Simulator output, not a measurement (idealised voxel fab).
process module | voxel lift off
cross-section cut | 250 nm wide | cells 5 nm
Just so we're on the same page, the cross-sections are grids of square cells, and they're listed out in bands top to bottom, each band one or more rows deep.
Heads up on the band format: heights come first, top then bottom, in nm. After that it's the materials left to right, each with its width in nm. A single material flagged "edge to edge" fills the whole band edge to edge, and "blank" means there's empty space there.
It should be noted that heights are counted from 0, beneath which the wafer as supplied is of one material throughout, and that the lowest band possesses no lower boundary but continues downward, as written in "top 0, no bottom".
A width given as "30 to 40" starts at the first number in the band's top row and ends at the second number in its bottom row, shifting by an equal amount at every step from row to row.
"no change" for a step: no cell of the cross-section changed in that step.
Entry "Catalogued sealed voids" = empty spaces >= 8 cells with no open way to the top; each as width x height at distance, distance from left edge, all nm.
Formally, on a step line, whatever follows the settings is a remark that the simulator itself makes on the step.
overlay nm, on a step with a mask: how far to the right of its planned place the mask lay; to the left if negative
Planned process steps
1,RECEIVE with material Si
2,CONFORMAL_DEP with material SiN, thk nm 15
3,PATTERN with tone open, mask id LINES, material resist, width nm 15, pitch nm 50, thk nm 20, overlay nm 0
4,DIRECTIONAL_DEP with material Ru, thk nm 10
5,STRIP with etch materials resist
6,CONFORMAL_DEP with material SiCN, thk nm 5
The width nm used in step 3 is not the same on every wafer, whereas the starting condition is; the value printed in the plan is the first wafer's.
Cross-section, first of several wafers, as delivered after step 1
- top 0, no bottom = Si edge to edge
- Catalogued sealed voids: none
Below, a row for every wafer. Read it as the end-of-module picture: for each material the wafer shows its cells gained (+) or lost (-) since it was received, and then its closed voids
width nm 15 | +12 Ru | +58 SiCN | +150 SiN | Catalogued sealed voids: none
width nm 20 | +16 Ru | +58 SiCN | +150 SiN | Catalogued sealed voids: none
width nm 25 | +20 Ru | +58 SiCN | +150 SiN | Catalogued sealed voids: none
width nm 30 | +24 Ru | +58 SiCN | +150 SiN | Catalogued sealed voids: none
width nm 35 | +28 Ru | +58 SiCN | +150 SiN | Catalogued sealed voids: none
